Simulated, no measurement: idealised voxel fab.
Title: Process Module voxel ribs on slabs
The figure presents cross-section cut, which has a width of 250 nm and is divided into square cells with an edge length of 5 nm.
Cross-section = grid of square cells, listed top down in bands; band = one or more rows. What a band's entry tells you: where the top is and where the bottom is, as heights in nm, and after that what lies inside, material by material from left to right, each with its width in nm. Empty space is written as the word "air", and a single material marked with the word "all across" occupies the band from edge to edge. Below 0: as-received wafer, all one material; heights counted from there. Lowest band: no bottom, goes on down, written "0 down". You'd read "30..40" like this: the band's top row of cells is as wide as the first number, its bottom row is as wide as the second, and going down, every row changes width by the same amount as the row before did. Where the words "changes: none" appear for a step, the cross-section shows no cell changed by that step; every cell remained as before. "Enclosed cavities" enumerates empty spaces isolated from the top, with no open way to it, that contain at least 8 cells, giving each as width x height at distance from the left edge, all three in nm. Formally, on a step line, whatever follows the settings is a remark that the simulator itself makes on the step. A step's line can hold "overlay nm"; with a mask on that step, the setting says how far right of the planned place the mask lay, while a negative setting says it lay to the left.
Plan:
1 RECEIVE,material Si
2 DIRECTIONAL_DEP,material SiO2,thk nm 30
3 DIRECTIONAL_DEP,material SiN,thk nm 15
4 PATTERN,tone cover,mask id RIB,material resist,width nm 25,thk nm 15,overlay nm 0
5 DIRECTIONAL_ETCH,etch materials SiN,depth nm 5
6 STRIP,etch materials resist
7 MASKED_ETCH,tone cover,mask id SLAB,width nm 75,etch materials SiN,depth nm 10,overlay nm 0
8 FILL_DEP,material SiO2,thk nm 25
9 CMP,height nm 60
10 DIRECTIONAL_DEP,material TiN,thk nm 10
11 DIRECTIONAL_DEP,material aC,thk nm 10
12 PATTERN,tone cover,mask id HEATER,material resist,width nm 35,thk nm 30,overlay nm 0
13 DIRECTIONAL_ETCH,etch materials aC,depth nm 10
14 STRIP,etch materials resist
15 DIRECTIONAL_ETCH,etch materials TiN,depth nm 10
16 STRIP,etch materials aC
17 CONFORMAL_DEP,material SiN,thk nm 5
So, the first of our two wafers, run just as we planned it:
Cross-section of the wafer upon arrival, representing the state reached after step 1:
0 down: Si all across
Enclosed cavities: none
The following cross-section depicts the wafer upon completion of step 2:
30 to 0: SiO2 all across
Unchanged below 0.
The following cross-section depicts the wafer upon completion of step 3:
45 to 30: SiN all across
Unchanged below 30.
The following cross-section depicts the wafer upon completion of step 4:
60 to 45: 110 air, 25 resist, 115 air
Unchanged below 45.
The following cross-section depicts the wafer upon completion of step 5:
60 to 45: 110 air, 25 resist, 115 air
45 to 40: 110 air, 25 SiN, 115 air
Unchanged below 40.
The following cross-section depicts the wafer upon completion of step 6:
45 to 40: 110 air, 25 SiN, 115 air
Unchanged below 40.
The following cross-section depicts the wafer upon completion of step 7:
45 to 40: 110 air, 25 SiN, 115 air
40 to 30: 85 air, 75 SiN, 90 air
Unchanged below 30.
The following cross-section depicts the wafer upon completion of step 8:
70 to 45: SiO2 all across
45 to 40: 110 SiO2, 25 SiN, 115 SiO2
40 to 30: 85 SiO2, 75 SiN, 90 SiO2
Unchanged below 30.
The following cross-section depicts the wafer upon completion of step 9:
60 to 45: SiO2 all across
Unchanged below 45.
The following cross-section depicts the wafer upon completion of step 10:
70 to 60: TiN all across
Unchanged below 60.
The following cross-section depicts the wafer upon completion of step 11:
80 to 70: aC all across
Unchanged below 70.
The following cross-section depicts the wafer upon completion of step 12:
110 to 80: 105 air, 35 resist, 110 air
Unchanged below 80.
The following cross-section depicts the wafer upon completion of step 13:
100 to 80: 105 air, 35 resist, 110 air
80 to 70: 105 air, 35 aC, 110 air
Unchanged below 70.
The following cross-section depicts the wafer upon completion of step 14:
80 to 70: 105 air, 35 aC, 110 air
Unchanged below 70.
The following cross-section depicts the wafer upon completion of step 15:
80 to 70: 105 air, 35 aC, 110 air
70 to 60: 105 air, 35 TiN, 110 air
Unchanged below 60.
The following cross-section depicts the wafer upon completion of step 16:
70 to 60: 105 air, 35 TiN, 110 air
Unchanged below 60.
The following cross-section depicts the wafer upon completion of step 17:
75 to 70: 100 air, 45 SiN, 105 air
70 to 65: 100 air, 5 SiN, 35 TiN, 5 SiN, 105 air
65 to 60: 105 SiN, 35 TiN, 110 SiN
Unchanged below 60.
Now the other wafer: same start, same recipe, but we messed up one thing when running it. Up to and including step 7 it's the same as the first one:
Cross-section of the second wafer at the time step 8 of the plan should have ended:
70 to 30: SiN all across
Unchanged below 30.
Cross-section of the second wafer at the time step 9 of the plan should have ended:
60 to 30: SiN all across
Unchanged below 30.
Cross-section of the second wafer at the time step 10 of the plan should have ended:
70 to 60: TiN all across
Unchanged below 60.
Cross-section of the second wafer at the time step 11 of the plan should have ended:
80 to 70: aC all across
Unchanged below 70.
Cross-section of the second wafer at the time step 12 of the plan should have ended:
110 to 80: 105 air, 35 resist, 110 air
Unchanged below 80.
Cross-section of the second wafer at the time step 13 of the plan should have ended:
100 to 80: 105 air, 35 resist, 110 air
80 to 70: 105 air, 35 aC, 110 air
Unchanged below 70.
Cross-section of the second wafer at the time step 14 of the plan should have ended:
80 to 70: 105 air, 35 aC, 110 air
Unchanged below 70.
Cross-section of the second wafer at the time step 15 of the plan should have ended:
80 to 70: 105 air, 35 aC, 110 air
70 to 60: 105 air, 35 TiN, 110 air
Unchanged below 60.
Cross-section of the second wafer at the time step 16 of the plan should have ended:
70 to 60: 105 air, 35 TiN, 110 air
Unchanged below 60.
Cross-section of the second wafer at the time step 17 of the plan should have ended:
75 to 70: 100 air, 45 SiN, 105 air
70 to 65: 100 air, 5 SiN, 35 TiN, 5 SiN, 105 air
65 to 60: 105 SiN, 35 TiN, 110 SiN
Unchanged below 60.
What went wrong in running the wafer? step 8 went in with a setting other than planned; the actual run was FILL_DEP,material SiN,thk nm 25
Upon completion, the second wafer contains, in terms of cells, a greater or smaller amount of certain materials than the first wafer: SiN: 265 more | SiO2: 265 fewer
